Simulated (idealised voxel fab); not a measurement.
Presented below is a process module, voxel capacitor over wiring.
Square cells of 5 nm make up the cross-section cut, whose width is 275 nm.
A cross-section is written here as square cells arranged in a grid, and it is given in bands from the top down, each band taking up one or more rows of cells. First you get the band's top height and its bottom height, in nm, and then the materials it's made of, left to right, with each width in nm. If you see a single material with "everywhere", that one covers the band edge to edge. "empty" is empty space. Counting heights begins at 0, where everything beneath is, in the wafer as received, one material. The lowest band has no bottom; it goes on downwards, as "z 0 and below" shows. The two numbers in a width such as "30->40" mark its ends across the band: the first belongs to the top row of cells, the second to the bottom row, and from each row to the next the width moves by the same amount. A step reported as "nothing altered" is a step in which no cell of the cross-section changed. "Listed closed voids" means: voids of 8 cells or more that are shut off from the top with no open way through. Written width x height at distance, distance from the left edge, in nm. Post-settings text on a step line: simulator's own remark regarding the step. On any step carrying a mask, the "overlay nm" setting, if present on the step's line, tells how far right of its planned place the mask lay; negative values point to the left.
So here's the lineup of process steps we planned
1) RECEIVE | material Si
2) CONFORMAL_DEP | material SiO2 | thk nm 10
3) CONFORMAL_DEP | material SiCN | thk nm 5
4) DIRECTIONAL_DEP | material lowk | thk nm 20
5) DIRECTIONAL_DEP | material aC | thk nm 15
6) PATTERN | tone open | mask id METAL_1 | material resist | width nm 20 | pitch nm 75 | thk nm 30 | overlay nm 0
7) DIRECTIONAL_ETCH | etch materials aC | depth nm 15
8) STRIP | etch materials resist
9) DIRECTIONAL_ETCH | etch materials lowk | depth nm 20
10) DIRECTIONAL_ETCH | etch materials SiCN | depth nm 5
11) STRIP | etch materials aC
12) CONFORMAL_DEP | material TiN | thk nm 5
13) FILL_DEP | material Cu | thk nm 10
14) CMP | height nm 35
15) CONFORMAL_DEP | material SiCN | thk nm 5
16) DIRECTIONAL_DEP | material SiO2 | thk nm 10
17) DIRECTIONAL_DEP | material aC | thk nm 10
18) PATTERN | tone open | mask id PLUG_1 | material resist | width nm 15 | thk nm 25 | overlay nm 0
19) DIRECTIONAL_ETCH | etch materials aC | depth nm 10
20) STRIP | etch materials resist
21) DIRECTIONAL_ETCH | etch materials SiO2 | depth nm 10
22) DIRECTIONAL_ETCH | etch materials SiCN | depth nm 5
23) STRIP | etch materials aC
24) EPI | material Ru | thk nm 10
25) EPI | material Ru | thk nm 5
26) DIRECTIONAL_DEP | material TiN | thk nm 10
27) DIRECTIONAL_DEP | material SiN | thk nm 5
28) DIRECTIONAL_DEP | material TiN | thk nm 5
29) PATTERN | tone cover | mask id UPPER_PLATE | material resist | width nm 60 | thk nm 20 | overlay nm 0
30) DIRECTIONAL_ETCH | etch materials TiN | depth nm 5
31) DIRECTIONAL_ETCH | etch materials SiN | depth nm 5
32) STRIP | etch materials resist
33) MASKED_ETCH | tone cover | mask id LOWER_PLATE | width nm 70 | etch materials TiN | depth nm 10 | overlay nm 0
34) FILL_DEP | material SiO2 | thk nm 15
35) CMP | height nm 80
36) MASKED_ETCH | tone open | mask id PLUG_2 | width nm 15 | etch materials SiO2 | depth nm 10 | overlay nm 0
37) CONFORMAL_DEP | material TiN | thk nm 5
38) FILL_DEP | material W | thk nm 10
39) CMP | height nm 80
40) CONFORMAL_DEP | material SiCN | thk nm 5
Received-state cross-section, reflecting completion of step 1
- z 0 and below = Si everywhere
- Listed closed voids: none
Cross-sectional image of the first of two wafers at the end of the module, the run having proceeded as planned
- z 85 to 80 = SiCN everywhere
- z 80 to 75 = SiO2 105 | TiN 5 | W 5 | TiN 5 | SiO2 155
- z 75 to 65 = SiO2 105->95 | TiN 15->60 | SiO2 155->120
- z 65 to 60 = SiO2 95 | SiN 60 | SiO2 120
- z 60 to 50 = SiO2 90 | TiN 70 | SiO2 115
- z 50 to 40 = SiO2 95 | Ru 15 | SiO2 165
- z 40 to 35 = SiCN 95 | Ru 15 | SiCN 165
- z 35 to 15 = lowk 90 | TiN 5 | Cu 10 | TiN 5 | lowk 55 | TiN 5 | Cu 10 | TiN 5 | lowk 90
- z 15 to 10 = SiCN 90 | TiN 20 | SiCN 55 | TiN 20 | SiCN 90
- z 10 to 0 = SiO2 everywhere
- z 0 and below = Si everywhere
- Listed closed voids: none
What the second wafer looks like in cross-section once the module is done. Its start and its plan matched the first wafer's exactly; what differed was one mistake in how it was run
- z 85 to 80 = SiCN everywhere
- z 80 to 75 = SiO2 105 | TiN 5 | W 5 | TiN 5 | SiO2 155
- z 75 to 65 = SiO2 105->95 | TiN 15->60 | SiO2 155->120
- z 65 to 60 = SiO2 everywhere
- z 60 to 50 = TiN everywhere
- z 50 to 40 = SiO2 95 | Ru 15 | SiO2 165
- z 40 to 35 = SiCN 95 | Ru 15 | SiCN 165
- z 35 to 15 = lowk 90 | TiN 5 | Cu 10 | TiN 5 | lowk 55 | TiN 5 | Cu 10 | TiN 5 | lowk 90
- z 15 to 10 = SiCN 90 | TiN 20 | SiCN 55 | TiN 20 | SiCN 90
- z 10 to 0 = SiO2 everywhere
- z 0 and below = Si everywhere
- Listed closed voids: none
The mistake made against the process plan was this: the process deviated at step 27: the operation and settings actually run there were DIRECTIONAL_DEP | material SiO2 | thk nm 5
Final cells, second wafer relative to first, materials higher or lower: SiN -12; SiO2 -70; TiN +82
